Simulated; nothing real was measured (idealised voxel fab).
Documented hereafter: the process module known as voxel fin reveal.
Cross-sectional view cut (width: 275 nm; square cell size: 5 nm).
We lay out every cross-section as a grid of square cells and spell it out in bands from the top down, where one band means one or more rows of cells.
Band: top and bottom heights (nm) first, top before bottom; then materials from left to right, widths in nm. "everywhere" marks a sole material filling the band edge to edge. "blank" denotes empty space.
Ref level 0: as-received wafer is one material below here. Bottom band extends down with no lower bound ("0 -> down").
The two numbers in a width such as "30->40" mark its ends across the band: the first belongs to the top row of cells, the second to the bottom row, and from each row to the next the width moves by the same amount.
"remains unaltered" -> step changed no cross-section cell.
What "Closed voids list" gives you is every empty space of 8 cells or more that is cut off from the top. Each appears as width x height at distance, with the distance taken from the left edge and width, height and distance all in nm.
It should be noted that, on the line of a given step, the content following the step's settings is a remark produced by the simulator itself with respect to that step.
You can add "overlay nm" to a step's line. For a step with a mask, it describes how far the mask lay to the right of its planned position, and a negative number describes a lay to the left.

# Set out below are the planned steps of the process
| 1 | RECEIVE: material Si |
| 2 | CONFORMAL_DEP: material SiN, thk nm 5 |
| 3 | PATTERN: tone cover, mask id FINS, material resist, width nm 15, pitch nm 35, thk nm 20, overlay nm 0 |
| 4 | DIRECTIONAL_ETCH: etch materials SiN, depth nm 5 |
| 5 | DIRECTIONAL_ETCH: etch materials Si, depth nm 40 |
| 6 | STRIP: etch materials resist |
| 7 | OXIDIZE: depth nm 5 |
| 8 | FILL_DEP: material SiO2, thk nm 15 |
| 9 | CMP: height nm 5 |
| 10 | SELECTIVE_ETCH: etch materials SiO2, depth nm 35 |
| 11 | STRIP: etch materials SiN |

# Cross-section of the wafer as it came to us, i.e., already through step 1
	0 -> down | Si everywhere
	Closed voids list: none

# Module complete, cross-section. Starting point and plan per above. One mistake made in running the module
	0 -> -45 | 115 nm blank; 5 nm Si; 30 nm blank; 5 nm Si; 120 nm blank
	-45 -> down | Si everywhere
	Closed voids list: none
Plan not followed: step 10 of the plan was executed twice over
